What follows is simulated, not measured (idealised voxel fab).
process module | voxel air gaps
cross-section cut | 195 nm wide | cells 5 nm
A cross-section is a grid of square cells, given in bands from the top down. A band is one or more rows of cells.
Each band's line starts with the height of the band's top and of its bottom, in nm. Then come its materials from left to right, each with its width in nm. One material with "throughout" fills the band from edge to edge. "air" is empty space.
Height 0 is the level under which the wafer as received is all one material. The lowest band goes on downwards, as in "0 down".
A width such as "30 to 40" changes by the same amount from each row of cells to the next, from the band's top row to its bottom row.
"no change" after a step means that no cell of the cross-section changed.
closed voids: empty space of 8 cells or more with no open way to the top, each as width x height at its distance from the left edge, in nm
after a step's settings: what the simulator itself notes on the step
overlay nm, on a step with a mask: how far to the right of its planned place the mask lay; to the left if negative
plan
1 op RECEIVE | material Si
2 op CONFORMAL_DEP | material SiO2 | thk nm 10
3 op CONFORMAL_DEP | material SiN | thk nm 5
4 op DIRECTIONAL_DEP | material lowk | thk nm 35
5 op DIRECTIONAL_DEP | material aC | thk nm 15
6 op PATTERN | tone open | mask id LINES | material resist | width nm 15 | pitch nm 45 | thk nm 30 | overlay nm 0
7 op DIRECTIONAL_ETCH | etch materials aC | depth nm 15
8 op STRIP | etch materials resist
9 op DIRECTIONAL_ETCH | etch materials lowk | depth nm 35
10 op STRIP | etch materials aC
11 op CONFORMAL_DEP | material TiN | thk nm 5
12 op FILL_DEP | material Cu | thk nm 5
13 op CMP | height nm 50
14 op EPI | material Ru | thk nm 10
15 op SELECTIVE_ETCH | etch materials lowk | depth nm 45
16 op CONFORMAL_DEP | material SiN | thk nm 5
first wafer, as planned
as received, after step 1
  0 down: Si throughout
  closed voids: none
after step 2
  10 to 0: SiO2 throughout
  below 0: unchanged
after step 3
  15 to 10: SiN throughout
  below 10: unchanged
after step 4
  50 to 15: lowk throughout
  below 15: unchanged
after step 5
  65 to 50: aC throughout
  below 50: unchanged
after step 6
  95 to 65: resist 45 | air 15 | resist 30 | air 15 | resist 30 | air 15 | resist 45
  below 65: unchanged
after step 7
  80 to 65: resist 45 | air 15 | resist 30 | air 15 | resist 30 | air 15 | resist 45
  65 to 50: aC 45 | air 15 | aC 30 | air 15 | aC 30 | air 15 | aC 45
  below 50: unchanged
after step 8
  65 to 50: aC 45 | air 15 | aC 30 | air 15 | aC 30 | air 15 | aC 45
  below 50: unchanged
after step 9
  65 to 50: aC 45 | air 15 | aC 30 | air 15 | aC 30 | air 15 | aC 45
  50 to 15: lowk 45 | air 15 | lowk 30 | air 15 | lowk 30 | air 15 | lowk 45
  below 15: unchanged
after step 10
  50 to 15: lowk 45 | air 15 | lowk 30 | air 15 | lowk 30 | air 15 | lowk 45
  below 15: unchanged
after step 11
  55 to 50: TiN 50 | air 5 | TiN 40 | air 5 | TiN 40 | air 5 | TiN 50
  50 to 20: lowk 45 | TiN 5 | air 5 | TiN 5 | lowk 30 | TiN 5 | air 5 | TiN 5 | lowk 30 | TiN 5 | air 5 | TiN 5 | lowk 45
  20 to 15: lowk 45 | TiN 15 | lowk 30 | TiN 15 | lowk 30 | TiN 15 | lowk 45
  below 15: unchanged
after step 12
  60 to 55: Cu throughout
  55 to 50: TiN 50 | Cu 5 | TiN 40 | Cu 5 | TiN 40 | Cu 5 | TiN 50
  50 to 20: lowk 45 | TiN 5 | Cu 5 | TiN 5 | lowk 30 | TiN 5 | Cu 5 | TiN 5 | lowk 30 | TiN 5 | Cu 5 | TiN 5 | lowk 45
  below 20: unchanged
after step 13
  50 to 20: lowk 45 | TiN 5 | Cu 5 | TiN 5 | lowk 30 | TiN 5 | Cu 5 | TiN 5 | lowk 30 | TiN 5 | Cu 5 | TiN 5 | lowk 45
  below 20: unchanged
after step 14
  60 to 50: air 35 | Ru 35 | air 10 | Ru 35 | air 10 | Ru 35 | air 35
  below 50: unchanged
after step 15
  60 to 50: air 35 | Ru 35 | air 10 | Ru 35 | air 10 | Ru 35 | air 35
  50 to 20: air 45 | TiN 5 | Cu 5 | TiN 5 | air 30 | TiN 5 | Cu 5 | TiN 5 | air 30 | TiN 5 | Cu 5 | TiN 5 | air 45
  20 to 15: air 45 | TiN 15 | air 30 | TiN 15 | air 30 | TiN 15 | air 45
  below 15: unchanged
after step 16
  65 to 60: air 30 | SiN 135 | air 30
  60 to 50: air 30 | SiN 5 | Ru 35 | SiN 10 | Ru 35 | SiN 10 | Ru 35 | SiN 5 | air 30
  50 to 45: air 30 | SiN 15 | TiN 5 | Cu 5 | TiN 5 | SiN 30 | TiN 5 | Cu 5 | TiN 5 | SiN 30 | TiN 5 | Cu 5 | TiN 5 | SiN 15 | air 30
  45 to 20: air 40 | SiN 5 | TiN 5 | Cu 5 | TiN 5 | SiN 5 | air 20 | SiN 5 | TiN 5 | Cu 5 | TiN 5 | SiN 5 | air 20 | SiN 5 | TiN 5 | Cu 5 | TiN 5 | SiN 5 | air 40
  20 to 15: SiN 45 | TiN 15 | SiN 30 | TiN 15 | SiN 30 | TiN 15 | SiN 45
  below 15: unchanged
  closed voids: 20 x 25 at 65; 20 x 25 at 110
second wafer: like start, like plan, one mistake. Through step 15 it matches the first wafer
when step 16 should have ended: no change
what went wrong: step 16 was left out
at the end the second wafer has, in cells: 117 fewer of SiN
closed voids at the end (first wafer, second wafer): 2, 0
